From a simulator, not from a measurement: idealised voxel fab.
process module | voxel spacer lines
cross-section cut | 260 nm wide | cells 5 nm
A cross-section is a grid of square cells, given in bands from the top down. A band is one or more rows of cells.
Each band's line starts with the height of the band's top and of its bottom, in nm. Then come its materials from left to right, each with its width in nm. One material with "throughout" fills the band from edge to edge. "air" is empty space.
Height 0 is the level under which the wafer as received is all one material. The lowest band goes on downwards, as in "0 down".
A width such as "30 to 40" changes by the same amount from each row of cells to the next, from the band's top row to its bottom row.
"no change" after a step means that no cell of the cross-section changed.
closed voids: empty space of 8 cells or more with no open way to the top, each as width x height at its distance from the left edge, in nm
after a step's settings: what the simulator itself notes on the step
overlay nm, on a step with a mask: how far to the right of its planned place the mask lay; to the left if negative
plan
1 op RECEIVE | material Si
2 op CONFORMAL_DEP | material Al2O3 | thk nm 5
3 op DIRECTIONAL_DEP | material SiN | thk nm 15
4 op DIRECTIONAL_DEP | material aC | thk nm 25
5 op PATTERN | tone cover | mask id MANDREL | material resist | width nm 20 | pitch nm 60 | thk nm 35 | overlay nm 0
6 op DIRECTIONAL_ETCH | etch materials aC | depth nm 25
7 op STRIP | etch materials resist
8 op CONFORMAL_DEP | material SiO2 | thk nm 10
9 op DIRECTIONAL_ETCH | etch materials SiO2 | depth nm 10
10 op STRIP | etch materials aC
11 op DIRECTIONAL_ETCH | etch materials SiN | depth nm 15
12 op STRIP | etch materials SiO2
as received, after step 1
  0 down: Si throughout
  closed voids: none
first wafer at the end, as planned
  20 to 5: air 80 | SiN 10 | air 20 | SiN 10 | air 20 | SiN 10 | air 20 | SiN 10 | air 80
  5 to 0: Al2O3 throughout
  0 down: Si throughout
  closed voids: none
second wafer at the end: like start, like plan, one mistake
  20 to 5: air 85 | SiN 10 | air 15 | SiN 10 | air 25 | SiN 10 | air 15 | SiN 10 | air 80
  5 to 0: Al2O3 throughout
  0 down: Si throughout
  closed voids: none
what went wrong: step 5 ran as: op PATTERN | tone cover | mask id MANDREL | material resist | width nm 15 | pitch nm 60 | thk nm 35 | overlay nm 0
at the end the second wafer has, in cells: as many of each material as the first, in other places
